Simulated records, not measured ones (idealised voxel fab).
Name of the process module below: voxel capacitor over wiring
Square cell edge 5 nm, section width 165 nm, ID cut.
How to read a cross-section here: the picture is a grid of square cells, written as bands going from the top down, and any band can span one or more rows of cells.
First you get the band's top height and its bottom height, in nm, and then the materials it's made of, left to right, with each width in nm. If you see a single material with "edge to edge", that one covers the band edge to edge. "empty" is empty space.
Height reference: 0 = level under which incoming wafer is all one material. Lowest band: no bottom, runs on downward, e.g. "0 down".
The notation "30 to 40" denotes a width that varies across the rows of cells in the band, beginning at the first number in the top row, finishing at the second number in the bottom row, and changing by an identical amount from each row to the next.
The designation "no change occurred", where it is given for a processing step, indicates that no cell of the cross-section was altered in the course of that step.
"Internal closed voids" lists enclosed empty spaces (at least 8 cells, no open path upward to the top), each as width x height at distance from the left edge, in nm.
What comes after the settings on a step's line is commentary from the simulator itself on that step.
overlay nm: mask right of planned place by this much (step with mask). Neg. = left.
So the way this works: pairs, before and after one process step. The after picture only goes down to the lowest band that actually changed, nothing below. Step and its settings are under each pair. And watch out, pairs might come from different runs of this module, same starting wafer though, so a pair only follows on from the one above if its "Before step" entry tells you so.
BEFORE STEP
- 100 to 90 = 50 of SiO2, 5 of TiN, 5 of Cu, 5 of TiN, 100 of SiO2
- 90 to 80 = 50 to 55 of SiO2, 15 to 45 of TiN, 100 to 65 of SiO2
- 80 to 75 = 40 of SiO2, 60 of TiN, 65 of SiO2
- 75 to 70 = 40 of SiO2, 15 of TiN, 45 of HfO2, 65 of SiO2
- 70 to 65 = 35 of SiO2, 5 of TiN, 15 of HfO2, 50 of TiN, 60 of SiO2
- 65 to 60 = 40 of SiCN, 15 of TiN, 110 of SiCN
- 60 to 40 = SiO2 edge to edge
- 40 to 15 = 35 of SiO2, 20 of Ru, 55 of SiO2, 20 of Ru, 35 of SiO2
- 15 to 10 = 35 of SiO2, 20 of TiN, 55 of SiO2, 20 of TiN, 35 of SiO2
- 10 to 0 = SiO2 edge to edge
- 0 down = Si edge to edge
- Internal closed voids: none
RESULTING CROSS-SECTION
- 105 to 100 = SiN edge to edge
- Beneath the level 100, the cross-section is identical to its previous state.
- Internal closed voids: none
Which operation links the two cross-sections above? CONFORMAL_DEP [material SiN] [thk nm 5]
BEFORE STEP
- 100 to 90 = 50 of SiO2, 5 of TiN, 5 of Cu, 5 of TiN, 100 of SiO2
- 90 to 85 = 50 of SiO2, 15 of TiN, 100 of SiO2
- 85 to 75 = 40 of SiO2, 60 of TiN, 65 of SiO2
- 75 to 70 = 40 of SiO2, 60 of HfO2, 65 of SiO2
- 70 to 65 = 35 of SiO2, 70 of TiN, 60 of SiO2
- 65 to 45 = 40 of SiO2, 15 of Ru, 110 of SiO2
- 45 to 40 = 40 of SiCN, 15 of Ru, 110 of SiCN
- 40 to 15 = 35 of SiO2, 20 of Ru, 55 of SiO2, 20 of Ru, 35 of SiO2
- 15 to 10 = 35 of SiO2, 20 of TiN, 55 of SiO2, 20 of TiN, 35 of SiO2
- 10 to 0 = SiO2 edge to edge
- 0 down = Si edge to edge
- Internal closed voids: none
RESULTING CROSS-SECTION
- 115 to 100 = SiN edge to edge
- Beneath the level 100, the cross-section is identical to its previous state.
- Internal closed voids: none
Which operation links the two cross-sections above? CONFORMAL_DEP [material SiN] [thk nm 15]
BEFORE STEP
- 85 to 75 = TiN edge to edge
- 75 to 70 = HfO2 edge to edge
- 70 to 65 = TiN edge to edge
- 65 to 45 = 40 of SiO2, 15 of Ru, 110 of SiO2
- 45 to 40 = 40 of SiCN, 15 of Ru, 110 of SiCN
- 40 to 15 = 35 of SiO2, 20 of Ru, 55 of SiO2, 20 of Ru, 35 of SiO2
- 15 to 10 = 35 of SiO2, 20 of TiN, 55 of SiO2, 20 of TiN, 35 of SiO2
- 10 to 0 = SiO2 edge to edge
- 0 down = Si edge to edge
- Internal closed voids: none
RESULTING CROSS-SECTION
- 85 to 75 = 45 of empty, 50 of TiN, 70 of empty
- Beneath the level 75, the cross-section is identical to its previous state.
- Internal closed voids: none
Which operation links the two cross-sections above? MASKED_ETCH [tone cover] [mask id UPPER_PLATE] [width nm 50] [etch materials TiN] [depth nm 10] [overlay nm 0]
Before step: refer to the pair immediately above; the cross-section shown after its step is the state before this one.
RESULTING CROSS-SECTION
- 85 to 75 = 45 of empty, 50 of TiN, 70 of empty
- 75 to 70 = 40 of empty, 60 of HfO2, 65 of empty
- Beneath the level 70, the cross-section is identical to its previous state.
- Internal closed voids: none
Which operation links the two cross-sections above? MASKED_ETCH [tone cover] [mask id UPPER_PLATE] [width nm 60] [etch materials HfO2] [depth nm 5] [overlay nm 0]
Before step: refer to the pair immediately above; the cross-section shown after its step is the state before this one.
RESULTING CROSS-SECTION
- 85 to 75 = 45 of empty, 50 of TiN, 70 of empty
- 75 to 70 = 40 of empty, 60 of HfO2, 65 of empty
- 70 to 65 = 35 of empty, 70 of TiN, 60 of empty
- Beneath the level 65, the cross-section is identical to its previous state.
- Internal closed voids: none
Which operation links the two cross-sections above? MASKED_ETCH [tone cover] [mask id LOWER_PLATE] [width nm 70] [etch materials TiN] [depth nm 5] [overlay nm 0]
Before step: refer to the pair immediately above; the cross-section shown after its step is the state before this one.
RESULTING CROSS-SECTION
- 105 to 85 = SiO2 edge to edge
- 85 to 75 = 45 of SiO2, 50 of TiN, 70 of SiO2
- 75 to 70 = 40 of SiO2, 60 of HfO2, 65 of SiO2
- 70 to 65 = 35 of SiO2, 70 of TiN, 60 of SiO2
- Beneath the level 65, the cross-section is identical to its previous state.
- Internal closed voids: none
Which operation links the two cross-sections above? FILL_DEP [material SiO2] [thk nm 20]
Before step: refer to the pair immediately above; the cross-section shown after its step is the state before this one.
RESULTING CROSS-SECTION
- 100 to 85 = SiO2 edge to edge
- Beneath the level 85, the cross-section is identical to its previous state.
- Internal closed voids: none
Which operation links the two cross-sections above? CMP [height nm 100]
Before step: refer to the pair immediately above; the cross-section shown after its step is the state before this one.
RESULTING CROSS-SECTION
- 100 to 85 = 50 of SiO2, 15 of empty, 100 of SiO2
- Beneath the level 85, the cross-section is identical to its previous state.
- Internal closed voids: none
Which operation links the two cross-sections above? MASKED_ETCH [tone open] [mask id PLUG_2] [width nm 15] [etch materials SiO2] [depth nm 15] [overlay nm 0]
Before step: refer to the pair immediately above; the cross-section shown after its step is the state before this one.
RESULTING CROSS-SECTION
- 105 to 100 = 55 of TiN, 5 of empty, 105 of TiN
- 100 to 90 = 50 of SiO2, 5 of TiN, 5 of empty, 5 of TiN, 100 of SiO2
- 90 to 85 = 50 of SiO2, 15 of TiN, 100 of SiO2
- Beneath the level 85, the cross-section is identical to its previous state.
- Internal closed voids: none
Which operation links the two cross-sections above? CONFORMAL_DEP [material TiN] [thk nm 5]
Before step: refer to the pair immediately above; the cross-section shown after its step is the state before this one.
RESULTING CROSS-SECTION
- 115 to 105 = Cu edge to edge
- 105 to 100 = 55 of TiN, 5 of Cu, 105 of TiN
- 100 to 90 = 50 of SiO2, 5 of TiN, 5 of Cu, 5 of TiN, 100 of SiO2
- Beneath the level 90, the cross-section is identical to its previous state.
- Internal closed voids: none
Which operation links the two cross-sections above? FILL_DEP [material Cu] [thk nm 10]
Before step: refer to the pair immediately above; the cross-section shown after its step is the state before this one.
RESULTING CROSS-SECTION
- 100 to 90 = 50 of SiO2, 5 of TiN, 5 of Cu, 5 of TiN, 100 of SiO2
- Beneath the level 90, the cross-section is identical to its previous state.
- Internal closed voids: none
Which operation links the two cross-sections above? CMP [height nm 100]
Before step: refer to the pair immediately above; the cross-section shown after its step is the state before this one.
RESULTING CROSS-SECTION
- 105 to 100 = SiN edge to edge
- Beneath the level 100, the cross-section is identical to its previous state.
- Internal closed voids: none
Which operation links the two cross-sections above? CONFORMAL_DEP [material SiN] [thk nm 5]
BEFORE STEP
- 80 to 65 = aC edge to edge
- 65 to 45 = SiO2 edge to edge
- 45 to 40 = SiCN edge to edge
- 40 to 15 = 35 of SiO2, 20 of Ru, 55 of SiO2, 20 of Ru, 35 of SiO2
- 15 to 10 = 35 of SiO2, 20 of TiN, 55 of SiO2, 20 of TiN, 35 of SiO2
- 10 to 0 = SiO2 edge to edge
- 0 down = Si edge to edge
- Internal closed voids: none
RESULTING CROSS-SECTION
- 110 to 80 = 35 of resist, 15 of empty, 115 of resist
- Beneath the level 80, the cross-section is identical to its previous state.
- Internal closed voids: none
Which operation links the two cross-sections above? PATTERN [tone open] [mask id PLUG_1] [material resist] [width nm 15] [thk nm 30] [overlay nm -5]
Before step: refer to the pair immediately above; the cross-section shown after its step is the state before this one.
RESULTING CROSS-SECTION
- 95 to 80 = 35 of resist, 15 of empty, 115 of resist
- 80 to 65 = 35 of aC, 15 of empty, 115 of aC
- Beneath the level 65, the cross-section is identical to its previous state.
- Internal closed voids: none
Which operation links the two cross-sections above? DIRECTIONAL_ETCH [etch materials aC] [depth nm 15]
Before step: refer to the pair immediately above; the cross-section shown after its step is the state before this one.
RESULTING CROSS-SECTION
- 80 to 65 = 35 of aC, 15 of empty, 115 of aC
- Beneath the level 65, the cross-section is identical to its previous state.
- Internal closed voids: none
Which operation links the two cross-sections above? STRIP [etch materials resist]
Before step: refer to the pair immediately above; the cross-section shown after its step is the state before this one.
RESULTING CROSS-SECTION
- 80 to 65 = 35 of aC, 15 of empty, 115 of aC
- 65 to 45 = 35 of SiO2, 15 of empty, 115 of SiO2
- Beneath the level 45, the cross-section is identical to its previous state.
- Internal closed voids: none
Which operation links the two cross-sections above? DIRECTIONAL_ETCH [etch materials SiO2] [depth nm 20]
Before step: refer to the pair immediately above; the cross-section shown after its step is the state before this one.
RESULTING CROSS-SECTION
- 80 to 65 = 35 of aC, 15 of empty, 115 of aC
- 65 to 45 = 35 of SiO2, 15 of empty, 115 of SiO2
- 45 to 40 = 35 of SiCN, 15 of empty, 115 of SiCN
- Beneath the level 40, the cross-section is identical to its previous state.
- Internal closed voids: none
Which operation links the two cross-sections above? DIRECTIONAL_ETCH [etch materials SiCN] [depth nm 5]
Before step: refer to the pair immediately above; the cross-section shown after its step is the state before this one.
RESULTING CROSS-SECTION
- 65 to 45 = 35 of SiO2, 15 of empty, 115 of SiO2
- Beneath the level 45, the cross-section is identical to its previous state.
- Internal closed voids: none
Which operation links the two cross-sections above? STRIP [etch materials aC]
Before step: refer to the pair immediately above; the cross-section shown after its step is the state before this one.
RESULTING CROSS-SECTION
- 65 to 50 = 35 of SiO2, 15 of empty, 115 of SiO2
- 50 to 45 = 35 of SiO2, 15 of Ru, 115 of SiO2
- 45 to 40 = 35 of SiCN, 15 of Ru, 115 of SiCN
- Beneath the level 40, the cross-section is identical to its previous state.
- Internal closed voids: none
Which operation links the two cross-sections above? EPI [material Ru] [thk nm 10]
Before step: refer to the pair immediately above; the cross-section shown after its step is the state before this one.
RESULTING CROSS-SECTION
- 65 to 60 = 35 of SiO2, 15 of empty, 115 of SiO2
- 60 to 45 = 35 of SiO2, 15 of Ru, 115 of SiO2
- Beneath the level 45, the cross-section is identical to its previous state.
- Internal closed voids: none
Which operation links the two cross-sections above? EPI [material Ru] [thk nm 10]
Before step: refer to the pair immediately above; the cross-section shown after its step is the state before this one.
RESULTING CROSS-SECTION
- 65 to 45 = 35 of SiO2, 15 of Ru, 115 of SiO2
- Beneath the level 45, the cross-section is identical to its previous state.
- Internal closed voids: none
Which operation links the two cross-sections above? EPI [material Ru] [thk nm 5]
Before step: refer to the pair immediately above; the cross-section shown after its step is the state before this one.
RESULTING CROSS-SECTION
- 70 to 65 = TiN edge to edge
- Beneath the level 65, the cross-section is identical to its previous state.
- Internal closed voids: none
Which operation links the two cross-sections above? DIRECTIONAL_DEP [material TiN] [thk nm 5]
Before step: refer to the pair immediately above; the cross-section shown after its step is the state before this one.
RESULTING CROSS-SECTION
- 75 to 70 = HfO2 edge to edge
- Beneath the level 70, the cross-section is identical to its previous state.
- Internal closed voids: none
Which operation links the two cross-sections above? DIRECTIONAL_DEP [material HfO2] [thk nm 5]
Before step: refer to the pair immediately above; the cross-section shown after its step is the state before this one.
RESULTING CROSS-SECTION
- 85 to 75 = TiN edge to edge
- Beneath the level 75, the cross-section is identical to its previous state.
- Internal closed voids: none
Which operation links the two cross-sections above? DIRECTIONAL_DEP [material TiN] [thk nm 10]
Before step: refer to the pair immediately above; the cross-section shown after its step is the state before this one.
RESULTING CROSS-SECTION
- 85 to 75 = 40 of empty, 60 of TiN, 65 of empty
- Beneath the level 75, the cross-section is identical to its previous state.
- Internal closed voids: none
Which operation links the two cross-sections above? MASKED_ETCH [tone cover] [mask id UPPER_PLATE] [width nm 60] [etch materials TiN] [depth nm 10] [overlay nm 0]
Before step: refer to the pair immediately above; the cross-section shown after its step is the state before this one.
RESULTING CROSS-SECTION
- 85 to 75 = 40 of empty, 60 of TiN, 65 of empty
- 75 to 70 = 40 of empty, 60 of HfO2, 65 of empty
- Beneath the level 70, the cross-section is identical to its previous state.
- Internal closed voids: none
Which operation links the two cross-sections above? MASKED_ETCH [tone cover] [mask id UPPER_PLATE] [width nm 60] [etch materials HfO2] [depth nm 5] [overlay nm 0]
Before step: refer to the pair immediately above; the cross-section shown after its step is the state before this one.
RESULTING CROSS-SECTION
- 85 to 75 = 40 of empty, 60 of TiN, 65 of empty
- 75 to 70 = 40 of empty, 60 of HfO2, 65 of empty
- 70 to 65 = 35 of empty, 70 of TiN, 60 of empty
- Beneath the level 65, the cross-section is identical to its previous state.
- Internal closed voids: none
Which operation links the two cross-sections above? MASKED_ETCH [tone cover] [mask id LOWER_PLATE] [width nm 70] [etch materials TiN] [depth nm 5] [overlay nm 0]
Before step: refer to the pair immediately above; the cross-section shown after its step is the state before this one.
RESULTING CROSS-SECTION
- 105 to 85 = SiO2 edge to edge
- 85 to 75 = 40 of SiO2, 60 of TiN, 65 of SiO2
- 75 to 70 = 40 of SiO2, 60 of HfO2, 65 of SiO2
- 70 to 65 = 35 of SiO2, 70 of TiN, 60 of SiO2
- Beneath the level 65, the cross-section is identical to its previous state.
- Internal closed voids: none
Which operation links the two cross-sections above? FILL_DEP [material SiO2] [thk nm 20]
Before step: refer to the pair immediately above; the cross-section shown after its step is the state before this one.
RESULTING CROSS-SECTION
- 100 to 85 = SiO2 edge to edge
- Beneath the level 85, the cross-section is identical to its previous state.
- Internal closed voids: none
Which operation links the two cross-sections above? CMP [height nm 100]
Before step: refer to the pair immediately above; the cross-section shown after its step is the state before this one.
RESULTING CROSS-SECTION
- 100 to 85 = 50 of SiO2, 15 of empty, 100 of SiO2
- Beneath the level 85, the cross-section is identical to its previous state.
- Internal closed voids: none
Which operation links the two cross-sections above? MASKED_ETCH [tone open] [mask id PLUG_2] [width nm 15] [etch materials SiO2] [depth nm 15] [overlay nm 0]
Before step: refer to the pair immediately above; the cross-section shown after its step is the state before this one.
RESULTING CROSS-SECTION
- 105 to 100 = 55 of TiN, 5 of empty, 105 of TiN
- 100 to 90 = 50 of SiO2, 5 of TiN, 5 of empty, 5 of TiN, 100 of SiO2
- 90 to 85 = 50 of SiO2, 15 of TiN, 100 of SiO2
- Beneath the level 85, the cross-section is identical to its previous state.
- Internal closed voids: none
Which operation links the two cross-sections above? CONFORMAL_DEP [material TiN] [thk nm 5]
Before step: refer to the pair immediately above; the cross-section shown after its step is the state before this one.
RESULTING CROSS-SECTION
- 115 to 105 = Cu edge to edge
- 105 to 100 = 55 of TiN, 5 of Cu, 105 of TiN
- 100 to 90 = 50 of SiO2, 5 of TiN, 5 of Cu, 5 of TiN, 100 of SiO2
- Beneath the level 90, the cross-section is identical to its previous state.
- Internal closed voids: none
Which operation links the two cross-sections above? FILL_DEP [material Cu] [thk nm 10]
Before step: refer to the pair immediately above; the cross-section shown after its step is the state before this one.
RESULTING CROSS-SECTION
- 100 to 90 = 50 of SiO2, 5 of TiN, 5 of Cu, 5 of TiN, 100 of SiO2
- Beneath the level 90, the cross-section is identical to its previous state.
- Internal closed voids: none
Which operation links the two cross-sections above? CMP [height nm 100]
Before step: refer to the pair immediately above; the cross-section shown after its step is the state before this one.
RESULTING CROSS-SECTION
- 105 to 100 = SiN edge to edge
- Beneath the level 100, the cross-section is identical to its previous state.
- Internal closed voids: none
Which operation links the two cross-sections above? CONFORMAL_DEP [material SiN] [thk nm 5]
BEFORE STEP
- 100 to 85 = 50 of SiO2, 15 of empty, 100 of SiO2
- 85 to 75 = 40 of SiO2, 60 of TiN, 65 of SiO2
- 75 to 70 = 40 of SiO2, 60 of HfO2, 65 of SiO2
- 70 to 65 = 35 of SiO2, 70 of TiN, 60 of SiO2
- 65 to 45 = 40 of SiO2, 15 of Ru, 110 of SiO2
- 45 to 40 = 40 of SiCN, 15 of Ru, 110 of SiCN
- 40 to 15 = 35 of SiO2, 20 of Ru, 55 of SiO2, 20 of Ru, 35 of SiO2
- 15 to 10 = 35 of SiO2, 20 of TiN, 55 of SiO2, 20 of TiN, 35 of SiO2
- 10 to 0 = SiO2 edge to edge
- 0 down = Si edge to edge
- Internal closed voids: none
RESULTING CROSS-SECTION
- 105 to 100 = 55 of HfO2, 5 of empty, 105 of HfO2
- 100 to 90 = 50 of SiO2, 5 of HfO2, 5 of empty, 5 of HfO2, 100 of SiO2
- 90 to 85 = 50 of SiO2, 15 of HfO2, 100 of SiO2
- Beneath the level 85, the cross-section is identical to its previous state.
- Internal closed voids: none
Which operation links the two cross-sections above? CONFORMAL_DEP [material HfO2] [thk nm 5]
Before step: refer to the pair immediately above; the cross-section shown after its step is the state before this one.
RESULTING CROSS-SECTION
- 115 to 105 = Cu edge to edge
- 105 to 100 = 55 of HfO2, 5 of Cu, 105 of HfO2
- 100 to 90 = 50 of SiO2, 5 of HfO2, 5 of Cu, 5 of HfO2, 100 of SiO2
- Beneath the level 90, the cross-section is identical to its previous state.
- Internal closed voids: none
Which operation links the two cross-sections above? FILL_DEP [material Cu] [thk nm 10]
Before step: refer to the pair immediately above; the cross-section shown after its step is the state before this one.
RESULTING CROSS-SECTION
- 100 to 90 = 50 of SiO2, 5 of HfO2, 5 of Cu, 5 of HfO2, 100 of SiO2
- Beneath the level 90, the cross-section is identical to its previous state.
- Internal closed voids: none
Which operation links the two cross-sections above? CMP [height nm 100]
Before step: refer to the pair immediately above; the cross-section shown after its step is the state before this one.
RESULTING CROSS-SECTION
- 105 to 100 = SiN edge to edge
- Beneath the level 100, the cross-section is identical to its previous state.
- Internal closed voids: none
Which operation links the two cross-sections above? CONFORMAL_DEP [material SiN] [thk nm 5]
BEFORE STEP
- 85 to 75 = 40 of empty, 60 of TiN, 65 of empty
- 75 to 70 = 40 of empty, 60 of HfO2, 65 of empty
- 70 to 65 = TiN edge to edge
- 65 to 45 = 40 of SiO2, 15 of Ru, 110 of SiO2
- 45 to 40 = 40 of SiCN, 15 of Ru, 110 of SiCN
- 40 to 15 = 35 of SiO2, 20 of Ru, 55 of SiO2, 20 of Ru, 35 of SiO2
- 15 to 10 = 35 of SiO2, 20 of TiN, 55 of SiO2, 20 of TiN, 35 of SiO2
- 10 to 0 = SiO2 edge to edge
- 0 down = Si edge to edge
- Internal closed voids: none
RESULTING CROSS-SECTION
- 80 to 75 = 40 of empty, 60 of TiN, 65 of empty
- 75 to 70 = 40 of empty, 60 of HfO2, 65 of empty
- 70 to 65 = 35 of TiN, 5 of empty, 60 of TiN, 5 of empty, 60 of TiN
- Beneath the level 65, the cross-section is identical to its previous state.
- Internal closed voids: none
Which operation links the two cross-sections above? MASKED_ETCH [tone open] [mask id LOWER_PLATE] [width nm 70] [etch materials TiN] [depth nm 5] [overlay nm 0]
Before step: refer to the pair immediately above; the cross-section shown after its step is the state before this one.
RESULTING CROSS-SECTION
- 100 to 80 = SiO2 edge to edge
- 80 to 75 = 40 of SiO2, 60 of TiN, 65 of SiO2
- 75 to 70 = 40 of SiO2, 60 of HfO2, 65 of SiO2
- 70 to 65 = 35 of TiN, 5 of SiO2, 60 of TiN, 5 of SiO2, 60 of TiN
- Beneath the level 65, the cross-section is identical to its previous state.
- Internal closed voids: none
Which operation links the two cross-sections above? FILL_DEP [material SiO2] [thk nm 20]
Before step: refer to the pair immediately above; the cross-section shown after its step is the state before this one.
RESULTING CROSS-SECTION
- 100 to 85 = 50 of SiO2, 15 of empty, 100 of SiO2
- Beneath the level 85, the cross-section is identical to its previous state.
- Internal closed voids: none
Which operation links the two cross-sections above? MASKED_ETCH [tone open] [mask id PLUG_2] [width nm 15] [etch materials SiO2] [depth nm 15] [overlay nm 0]
Before step: refer to the pair immediately above; the cross-section shown after its step is the state before this one.
RESULTING CROSS-SECTION
- 105 to 100 = 55 of TiN, 5 of empty, 105 of TiN
- 100 to 90 = 50 of SiO2, 5 of TiN, 5 of empty, 5 of TiN, 100 of SiO2
- 90 to 85 = 50 of SiO2, 15 of TiN, 100 of SiO2
- Beneath the level 85, the cross-section is identical to its previous state.
- Internal closed voids: none
Which operation links the two cross-sections above? CONFORMAL_DEP [material TiN] [thk nm 5]
Before step: refer to the pair immediately above; the cross-section shown after its step is the state before this one.
RESULTING CROSS-SECTION
- 115 to 105 = Cu edge to edge
- 105 to 100 = 55 of TiN, 5 of Cu, 105 of TiN
- 100 to 90 = 50 of SiO2, 5 of TiN, 5 of Cu, 5 of TiN, 100 of SiO2
- Beneath the level 90, the cross-section is identical to its previous state.
- Internal closed voids: none
Which operation links the two cross-sections above? FILL_DEP [material Cu] [thk nm 10]
Before step: refer to the pair immediately above; the cross-section shown after its step is the state before this one.
RESULTING CROSS-SECTION
- 100 to 90 = 50 of SiO2, 5 of TiN, 5 of Cu, 5 of TiN, 100 of SiO2
- Beneath the level 90, the cross-section is identical to its previous state.
- Internal closed voids: none
Which operation links the two cross-sections above? CMP [height nm 100]
Before step: refer to the pair immediately above; the cross-section shown after its step is the state before this one.
RESULTING CROSS-SECTION
- 105 to 100 = SiN edge to edge
- Beneath the level 100, the cross-section is identical to its previous state.
- Internal closed voids: none
Which operation links the two cross-sections above? CONFORMAL_DEP [material SiN] [thk nm 5]
